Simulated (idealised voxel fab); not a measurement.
Process module in this document: voxel ribs on slabs
Cross-sectional view cut (width: 235 nm; square cell size: 5 nm).
This document writes a cross-section as a grid whose cells are square, and gives it as bands, listed from the top down; one or more rows of cells form a band. Basically the band line says how high the top is and how high the bottom is, in nm, and then what's in it from left to right, every material with its width in nm. Empty space shows up as "air", and if a single material carries "edge to edge" it runs the full band edge to edge. We count height from 0. Below that, the starting wafer is all one material. The lowest band never ends at the bottom but goes on down; see "0 nm and below" for how that is written. Graded width ("30->40"): value in top row of band = first number; value in bottom row = second number; row-to-row change constant. What does "identical to before" mean for a step? It means no cell of the cross-section changed in that step. The entry titled "Sealed internal voids" provides the empty spaces that have no open way to the top, restricted to those of 8 cells or more. Each is presented as width x height at distance, the distance being measured from the left edge, with all three in nm. On each step's line, the part that comes after the settings is the simulator's own comment on the step. The "overlay nm" setting may appear on a step's line; for a step that uses a mask, it gives how far to the right of its planned position the mask lay, and a negative value indicates the left.

# Process steps foreseen in the plan
1) RECEIVE | material Si
2) DIRECTIONAL_DEP | material SiO2 | thk nm 25
3) DIRECTIONAL_DEP | material polySi | thk nm 25
4) DIRECTIONAL_DEP | material aC | thk nm 10
5) PATTERN | tone cover | mask id RIB | material resist | width nm 25 | thk nm 25 | overlay nm 0
6) DIRECTIONAL_ETCH | etch materials aC | depth nm 10
7) STRIP | etch materials resist
8) DIRECTIONAL_ETCH | etch materials polySi | depth nm 10
9) STRIP | etch materials aC
10) DIRECTIONAL_DEP | material aC | thk nm 15
11) PATTERN | tone cover | mask id SLAB | material resist | width nm 65 | thk nm 35 | overlay nm 0
12) DIRECTIONAL_ETCH | etch materials aC | depth nm 15
13) STRIP | etch materials resist
14) DIRECTIONAL_ETCH | etch materials polySi | depth nm 15
15) STRIP | etch materials aC
16) FILL_DEP | material SiO2 | thk nm 30
17) CMP | height nm 70
18) DIRECTIONAL_DEP | material W | thk nm 5
19) PATTERN | tone cover | mask id HEATER | material resist | width nm 35 | thk nm 15 | overlay nm 0
20) DIRECTIONAL_ETCH | etch materials W | depth nm 5
21) STRIP | etch materials resist
22) CONFORMAL_DEP | material SiN | thk nm 5

# Shown in cross-section is the wafer as received, that is, as it stands after step 1
* 0 nm and below | Si edge to edge
* Sealed internal voids: none

# Wafer cross-section at end of module: start and plan as shown above, one execution error
* 80 nm to 75 nm | air=95 | SiN=45 | air=95
* 75 nm to 70 nm | SiN=100 | W=35 | SiN=100
* 70 nm to 65 nm | SiO2=105 | polySi=25 | SiO2=105
* 65 nm to 50 nm | SiO2=85 | polySi=65 | SiO2=85
* 50 nm to 25 nm | polySi edge to edge
* 25 nm to 0 nm | SiO2 edge to edge
* 0 nm and below | Si edge to edge
* Sealed internal voids: none
Misprocessing identified: step 3, plan: ran twice
